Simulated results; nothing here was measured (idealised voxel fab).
Proc. module: voxel ribs on slabs
FYI the section here is cut, 255 nm wide, cells are 5 nm squares.
Throughout this document, each cross-section is represented as a grid of square cells and is presented as a sequence of bands enumerated from the top downward, where a band comprises one or more rows of cells. What a band's entry tells you: where the top is and where the bottom is, as heights in nm, and after that what lies inside, material by material from left to right, each with its width in nm. Empty space is written as the word "blank", and a single material marked with the word "all across" occupies the band from edge to edge. Where do heights start? At 0: under that level the wafer as delivered is made of one material only. And the lowest band has no floor; it just carries on downward, as in "z 0 and below". The width entry "30..40" should be interpreted row by row: the top row of cells in the band takes the first number, the bottom row takes the second number, and the change between adjacent rows is uniform throughout. "left unchanged" -> step changed no cross-section cell. "Closed-off voids" specifies each empty space that is not open to the top and that occupies no fewer than 8 cells, using the form width x height at distance, the distance measured from the left edge and all three quantities in nm. What comes after the settings on a step's line is commentary from the simulator itself on that step. Steps that use a mask can have "overlay nm" on their line. It says how far the mask sat to the right of where it was meant to be. Negative means to the left.

Set out below are the planned steps of the process:
1,RECEIVE | material Si
2,DIRECTIONAL_DEP | material SiO2 | thk nm 30
3,DIRECTIONAL_DEP | material polySi | thk nm 25
4,MASKED_ETCH | tone cover | mask id RIB | width nm 15 | etch materials polySi | depth nm 5 | overlay nm 0
5,MASKED_ETCH | tone cover | mask id SLAB | width nm 75 | etch materials polySi | depth nm 20 | overlay nm 0
6,FILL_DEP | material SiO2 | thk nm 20
7,CMP | height nm 65
8,DIRECTIONAL_DEP | material TiN | thk nm 5
9,DIRECTIONAL_DEP | material aC | thk nm 15
10,PATTERN | tone cover | mask id HEATER | material resist | width nm 25 | thk nm 30 | overlay nm 0
11,DIRECTIONAL_ETCH | etch materials aC | depth nm 15
12,STRIP | etch materials resist
13,DIRECTIONAL_ETCH | etch materials TiN | depth nm 5
14,STRIP | etch materials aC
15,CONFORMAL_DEP | material SiO2 | thk nm 10

As received (post step 1): cross-section:
- z 0 and below  Si all across
- Closed-off voids: none

Same starting wafer, same plan as above, one mistake in the execution; this is the cross-section at the end of the module:
- z 80 to 75  blank 105 nm / SiO2 45 nm / blank 105 nm
- z 75 to 70  SiO2 all across
- z 70 to 65  SiO2 115 nm / TiN 25 nm / SiO2 115 nm
- z 65 to 55  SiO2 all across
- z 55 to 50  SiO2 120 nm / polySi 15 nm / SiO2 120 nm
- z 50 to 30  SiO2 90 nm / polySi 75 nm / SiO2 90 nm
- z 30 to 0  aC all across
- z 0 and below  Si all across
- Closed-off voids: none
So what did we get wrong on this run? step 2 ran as: DIRECTIONAL_DEP | material aC | thk nm 30
